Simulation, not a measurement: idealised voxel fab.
process module | voxel capacitor over wiring
cross-section cut | 275 nm wide | cells 5 nm
A cross-section is a grid of square cells, given in bands from the top down. A band is one or more rows of cells.
Each band's line starts with the height of the band's top and of its bottom, in nm. Then come its materials from left to right, each with its width in nm. One material with "throughout" fills the band from edge to edge. "air" is empty space.
Height 0 is the level under which the wafer as received is all one material. The lowest band goes on downwards, as in "0 down".
A width such as "30 to 40" changes by the same amount from each row of cells to the next, from the band's top row to its bottom row.
"no change" after a step means that no cell of the cross-section changed.
closed voids: empty space of 8 cells or more with no open way to the top, each as width x height at its distance from the left edge, in nm
after a step's settings: what the simulator itself notes on the step
overlay nm, on a step with a mask: how far to the right of its planned place the mask lay; to the left if negative
plan
1 op RECEIVE | material Si
2 op CONFORMAL_DEP | material SiO2 | thk nm 15
3 op DIRECTIONAL_DEP | material TiN | thk nm 5
4 op DIRECTIONAL_DEP | material W | thk nm 20
5 op MASKED_ETCH | tone cover | mask id METAL_1 | width nm 30 | pitch nm 95 | etch materials W | depth nm 20 | overlay nm 0
6 op MASKED_ETCH | tone cover | mask id METAL_1 | width nm 30 | pitch nm 95 | etch materials TiN | depth nm 5 | overlay nm 0
7 op CONFORMAL_DEP | material SiCN | thk nm 5
8 op FILL_DEP | material lowk | thk nm 10
9 op CMP | height nm 40
10 op CONFORMAL_DEP | material SiCN | thk nm 5
11 op DIRECTIONAL_DEP | material SiO2 | thk nm 15
12 op PATTERN | tone open | mask id PLUG_1 | material resist | width nm 15 | thk nm 20 | overlay nm 0
13 op DIRECTIONAL_ETCH | etch materials SiO2 | depth nm 15
14 op DIRECTIONAL_ETCH | etch materials SiCN | depth nm 5
15 op STRIP | etch materials resist
16 op CONFORMAL_DEP | material TiN | thk nm 5
17 op FILL_DEP | material Cu | thk nm 5
18 op CMP | height nm 60
19 op DIRECTIONAL_DEP | material TiN | thk nm 5
20 op DIRECTIONAL_DEP | material Al2O3 | thk nm 5
21 op DIRECTIONAL_DEP | material TiN | thk nm 10
22 op DIRECTIONAL_DEP | material aC | thk nm 10
23 op PATTERN | tone cover | mask id UPPER_PLATE | material resist | width nm 70 | thk nm 30 | overlay nm 0
24 op DIRECTIONAL_ETCH | etch materials aC | depth nm 10
25 op STRIP | etch materials resist
26 op DIRECTIONAL_ETCH | etch materials TiN | depth nm 10
27 op DIRECTIONAL_ETCH | etch materials Al2O3 | depth nm 5
28 op STRIP | etch materials aC
29 op MASKED_ETCH | tone cover | mask id LOWER_PLATE | width nm 80 | etch materials TiN | depth nm 5 | overlay nm 0
30 op FILL_DEP | material SiO2 | thk nm 20
31 op CMP | height nm 95
32 op DIRECTIONAL_DEP | material aC | thk nm 10
33 op PATTERN | tone open | mask id PLUG_2 | material resist | width nm 15 | thk nm 30 | overlay nm 0
34 op DIRECTIONAL_ETCH | etch materials aC | depth nm 10
35 op STRIP | etch materials resist
36 op DIRECTIONAL_ETCH | etch materials SiO2 | depth nm 15
37 op STRIP | etch materials aC
38 op CONFORMAL_DEP | material TiN | thk nm 5
39 op FILL_DEP | material Ru | thk nm 5
40 op CMP | height nm 95
41 op CONFORMAL_DEP | material SiCN | thk nm 5
as received, after step 1
  0 down: Si throughout
  closed voids: none
a wafer at the end: this start, this plan, one mistake
  100 to 95: SiCN throughout
  95 to 85: SiO2 100 | TiN 5 | Ru 5 | TiN 5 | SiO2 160
  85 to 80: SiO2 100 | TiN 15 | SiO2 160
  80 to 70: SiO2 90 | TiN 70 | SiO2 115
  70 to 65: SiO2 90 | Al2O3 70 | SiO2 115
  65 to 60: SiO2 85 | TiN 80 | SiO2 110
  60 to 45: SiO2 90 | TiN 5 | Cu 5 | TiN 5 | SiO2 170
  45 to 40: SiCN 90 | TiN 15 | SiCN 170
  40 to 35: lowk 70 | SiCN 5 | W 30 | SiCN 5 | lowk 55 | SiCN 5 | W 30 | SiCN 5 | lowk 70
  35 to 30: SiCN 75 | TiN 30 | SiCN 65 | TiN 30 | SiCN 75
  30 to 0: SiO2 throughout
  0 down: Si throughout
  closed voids: none
what went wrong: step 2 was run twice
